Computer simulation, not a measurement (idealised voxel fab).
process module | voxel ribs on slabs
cross-section cut | 160 nm wide | cells 5 nm
A cross-section is a grid of square cells, given in bands from the top down. A band is one or more rows of cells.
Each band's line starts with the height of the band's top and of its bottom, in nm. Then come its materials from left to right, each with its width in nm. One material with "throughout" fills the band from edge to edge. "air" is empty space.
Height 0 is the level under which the wafer as received is all one material. The lowest band goes on downwards, as in "0 down".
A width such as "30 to 40" changes by the same amount from each row of cells to the next, from the band's top row to its bottom row.
"no change" after a step means that no cell of the cross-section changed.
closed voids: empty space of 8 cells or more with no open way to the top, each as width x height at its distance from the left edge, in nm
after a step's settings: what the simulator itself notes on the step
overlay nm, on a step with a mask: how far to the right of its planned place the mask lay; to the left if negative
plan
1 op RECEIVE | material Si
2 op DIRECTIONAL_DEP | material SiO2 | thk nm 10
3 op DIRECTIONAL_DEP | material polySi | thk nm 15
4 op PATTERN | tone cover | mask id RIB | material resist | width nm 20 | thk nm 15 | overlay nm 0
5 op DIRECTIONAL_ETCH | etch materials polySi | depth nm 5
6 op STRIP | etch materials resist
7 op PATTERN | tone cover | mask id SLAB | material resist | width nm 60 | thk nm 20 | overlay nm 0
8 op DIRECTIONAL_ETCH | etch materials polySi | depth nm 10
9 op STRIP | etch materials resist
10 op FILL_DEP | material SiO2 | thk nm 25
11 op CMP | height nm 50
12 op DIRECTIONAL_DEP | material TiN | thk nm 5
13 op PATTERN | tone cover | mask id HEATER | material resist | width nm 30 | thk nm 15 | overlay nm 0
14 op DIRECTIONAL_ETCH | etch materials TiN | depth nm 5
15 op STRIP | etch materials resist
16 op CONFORMAL_DEP | material SiO2 | thk nm 10
varied across the wafers: thk nm of step 2. The plan shows the first wafer's value. All wafers start alike
first wafer as received, after step 1
  0 down: Si throughout
  closed voids: none
each wafer at the end: cells of each material gained (+) or lost (-) since it was received, then its closed voids
thk nm 10 | +360 SiO2 | +6 TiN | +28 polySi | closed voids: none
thk nm 15 | +360 SiO2 | +6 TiN | +28 polySi | closed voids: none
thk nm 20 | +360 SiO2 | +6 TiN | +28 polySi | closed voids: none
thk nm 25 | +360 SiO2 | +6 TiN | +28 polySi | closed voids: none
thk nm 30 | +360 SiO2 | +6 TiN | +28 polySi | closed voids: none
thk nm 35 | +360 SiO2 | +6 TiN | +28 polySi | closed voids: none
